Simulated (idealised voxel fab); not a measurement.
Documented hereafter: the process module known as voxel wiring stack.
Shown is cross-section cut, with a width of 180 nm and square cells of size 5 nm.
The cross-sections in this document take the form of a grid made of square cells. They are written out as bands, in order from top to bottom. Each band consists of one or more rows of cells.
For a band, the entry starts with two heights in nm, that of the top and then that of the bottom, and carries on with the band's materials in order from left to right, each alongside its width in nm; the word "full width" beside a single material means it fills the band edge to edge, and "empty" means empty space.
Convention: height 0 is the level below which the wafer, as received, is all one material. The lowest band does not terminate at the bottom but continues downward, represented as "0..down".
Quick explanation for "30->40": the width changes in equal steps down the rows of cells, from the first number in the band's top row to the second number in its bottom row.
It should be understood that the words "no alteration", when stated for a given step, signify that the cross-section underwent no change in any of its cells during that step.
The list in "Enclosed empty spaces" covers empty spaces of 8 cells or more that cannot reach the top through any open way, and it gives each as width x height at distance; the distance is from the left edge, and width, height and distance are in nm.
Past the settings on a step's line: simulator remark, on that step.
A step's line can hold "overlay nm"; with a mask on that step, the setting says how far right of the planned place the mask lay, while a negative setting says it lay to the left.
[The planned process steps are enumerated hereunder]
1. RECEIVE with material Si
2. CONFORMAL_DEP with material SiO2, thk nm 10
3. DIRECTIONAL_DEP with material TiN, thk nm 5
4. DIRECTIONAL_DEP with material W, thk nm 15
5. DIRECTIONAL_DEP with material aC, thk nm 15
6. PATTERN with tone cover, mask id METAL_1, material resist, width nm 20, pitch nm 45, thk nm 30, overlay nm 0
7. DIRECTIONAL_ETCH with etch materials aC, depth nm 15
8. STRIP with etch materials resist
9. DIRECTIONAL_ETCH with etch materials W, depth nm 15
10. DIRECTIONAL_ETCH with etch materials TiN, depth nm 5
11. STRIP with etch materials aC
12. FILL_DEP with material SiO2, thk nm 10
13. CMP with height nm 30
14. CONFORMAL_DEP with material SiCN, thk nm 5
15. DIRECTIONAL_DEP with material lowk, thk nm 35
16. DIRECTIONAL_DEP with material aC, thk nm 15
17. PATTERN with tone open, mask id METAL_2_HOLES, material resist, width nm 15, thk nm 35, overlay nm 0
18. DIRECTIONAL_ETCH with etch materials aC, depth nm 15
19. STRIP with etch materials resist
20. DIRECTIONAL_ETCH with etch materials lowk, depth nm 35
21. STRIP with etch materials aC
22. DIRECTIONAL_DEP with material aC, thk nm 15
23. PATTERN with tone open, mask id METAL_2, material resist, width nm 20, pitch nm 45, thk nm 30, overlay nm 0
24. DIRECTIONAL_ETCH with etch materials aC, depth nm 15
25. STRIP with etch materials resist
26. DIRECTIONAL_ETCH with etch materials lowk, depth nm 20
27. DIRECTIONAL_ETCH with etch materials SiCN, depth nm 5
28. STRIP with etch materials aC
29. CONFORMAL_DEP with material TiN, thk nm 5
30. FILL_DEP with material Cu, thk nm 5
31. CMP with height nm 70
32. CONFORMAL_DEP with material SiN, thk nm 5
[Cross-section, incoming material, after step 1]
    0..down | Si full width
    Enclosed empty spaces: none
[End-of-module cross-section of the first of two wafers, processed as planned]
    75..70 | SiN full width
    70..55 | lowk 55 nm, then TiN 5 nm, then Cu 10 nm, then TiN 5 nm, then lowk 25 nm, then TiN 5 nm, then Cu 10 nm, then TiN 5 nm, then lowk 60 nm
    55..50 | lowk 55 nm, then TiN 5 nm, then Cu 5 nm, then TiN 10 nm, then lowk 25 nm, then TiN 20 nm, then lowk 60 nm
    50..35 | lowk 55 nm, then TiN 5 nm, then Cu 5 nm, then TiN 5 nm, then lowk 110 nm
    35..30 | SiCN 55 nm, then TiN 15 nm, then SiCN 110 nm
    30..15 | SiO2 55 nm, then W 20 nm, then SiO2 25 nm, then W 20 nm, then SiO2 60 nm
    15..10 | SiO2 55 nm, then TiN 20 nm, then SiO2 25 nm, then TiN 20 nm, then SiO2 60 nm
    10..0 | SiO2 full width
    0..down | Si full width
    Enclosed empty spaces: none
[End of module, second wafer, cross-section. Started like the first, planned like the first, run with one mistake]
    75..70 | SiN full width
    70..55 | lowk 55 nm, then TiN 5 nm, then Cu 5 nm, then TiN 5 nm, then lowk 110 nm
    55..50 | lowk 55 nm, then TiN 15 nm, then lowk 110 nm
    50..35 | lowk full width
    35..30 | SiCN full width
    30..15 | SiO2 55 nm, then W 20 nm, then SiO2 25 nm, then W 20 nm, then SiO2 60 nm
    15..10 | SiO2 55 nm, then TiN 20 nm, then SiO2 25 nm, then TiN 20 nm, then SiO2 60 nm
    10..0 | SiO2 full width
    0..down | Si full width
    Enclosed empty spaces: none
Nonconformance to the process plan: it should be noted that step 15 of the plan was executed twice
Upon completion, the second wafer contains, in terms of cells, a greater or smaller amount of certain materials than the first wafer: 13 fewer of Cu, 3 more of SiCN, 19 fewer of TiN, 29 more of lowk
